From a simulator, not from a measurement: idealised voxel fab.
Title: Process Module voxel released beams
235 nm wide, 5 nm square cells: that's cross-section cut.
A cross-section in this document is a grid of square cells, and it is written down as bands, the top band listed before the ones below it; a band is made up of one or more rows of cells.
The entry gives the band's vertical extent as a top height and a bottom height in nm, then its horizontal make-up as materials from left to right, each with a width in nm. "blank" stands for empty space; a single material marked "edge to edge" fills the band edge to edge.
Heights are expressed relative to 0, this being the level below which the as-received wafer comprises one material exclusively. The lowest band is unbounded in the downward direction and is denoted as in "0 nm and below".
Width: "30 to 40" (first number = top row, second number = bottom row, same change from row to row of cells).
What does "no alterations made" mean for a step? It means no cell of the cross-section changed in that step.
Any empty space of 8 cells or more lacking an open way to the top shows up in "Cavities, closed" as width x height at distance, distance from the left edge, in nm.
Post-settings text on a step line: simulator's own remark regarding the step.
On any step carrying a mask, the "overlay nm" setting, if present on the step's line, tells how far right of its planned place the mask lay; negative values point to the left.

## The planned process steps are enumerated hereunder
1,op RECEIVE | material Si
2,op CONFORMAL_DEP | material Al2O3 | thk nm 5
3,op DIRECTIONAL_DEP | material SiO2 | thk nm 20
4,op MASKED_ETCH | tone open | mask id ANCHOR | width nm 25 | etch materials SiO2 | depth nm 20 | overlay nm 0
5,op CONFORMAL_DEP | material W | thk nm 10
6,op DIRECTIONAL_DEP | material aC | thk nm 5
7,op PATTERN | tone cover | mask id BEAM | material resist | width nm 80 | thk nm 25 | overlay nm 0
8,op DIRECTIONAL_ETCH | etch materials aC | depth nm 10
9,op STRIP | etch materials resist
10,op DIRECTIONAL_ETCH | etch materials W | depth nm 10
11,op STRIP | etch materials aC
12,op STRIP | etch materials SiO2
Keep in mind the plan's value for the thk nm of step 6 comes from the first wafer; the wafers don't share that setting, but they do share the same starting point.

## First of several wafers (as received, post step 1), cross-sectional view
* 0 nm and below = Si edge to edge
* Cavities, closed: none

## Take a look at the first of several wafers in cross-section: the module is done, and step 12 was its last step
* 35 nm to 25 nm = 75 blank, then 15 W, then 5 blank, then 60 W, then 80 blank
* 25 nm to 15 nm = 80 blank, then 10 W, then 5 blank, then 10 W, then 130 blank
* 15 nm to 5 nm = 80 blank, then 25 W, then 130 blank
* 5 nm to 0 nm = Al2O3 edge to edge
* 0 nm and below = Si edge to edge
* Cavities, closed: none

## Cross-section of the final wafer among several, taken at the end of the module
* 35 nm to 25 nm = 90 W, then 5 blank, then 140 W
* 25 nm to 15 nm = 80 SiO2, then 10 W, then 5 blank, then 10 W, then 130 SiO2
* 15 nm to 5 nm = 80 SiO2, then 25 W, then 130 SiO2
* 5 nm to 0 nm = Al2O3 edge to edge
* 0 nm and below = Si edge to edge
* Cavities, closed: none

## Heads up, this table goes wafer by wafer. A row tells you, at the end of the module, how many cells of each material that wafer has put on (+) or dropped (-) since it was received, and then its closed voids
thk nm 5, +47 Al2O3, +48 W, Cavities, closed: none
thk nm 10, +47 Al2O3, +48 W, Cavities, closed: none
thk nm 15, +47 Al2O3, +168 SiO2, +110 W, Cavities, closed: none
thk nm 20, +47 Al2O3, +168 SiO2, +110 W, Cavities, closed: none
thk nm 25, +47 Al2O3, +168 SiO2, +110 W, Cavities, closed: none
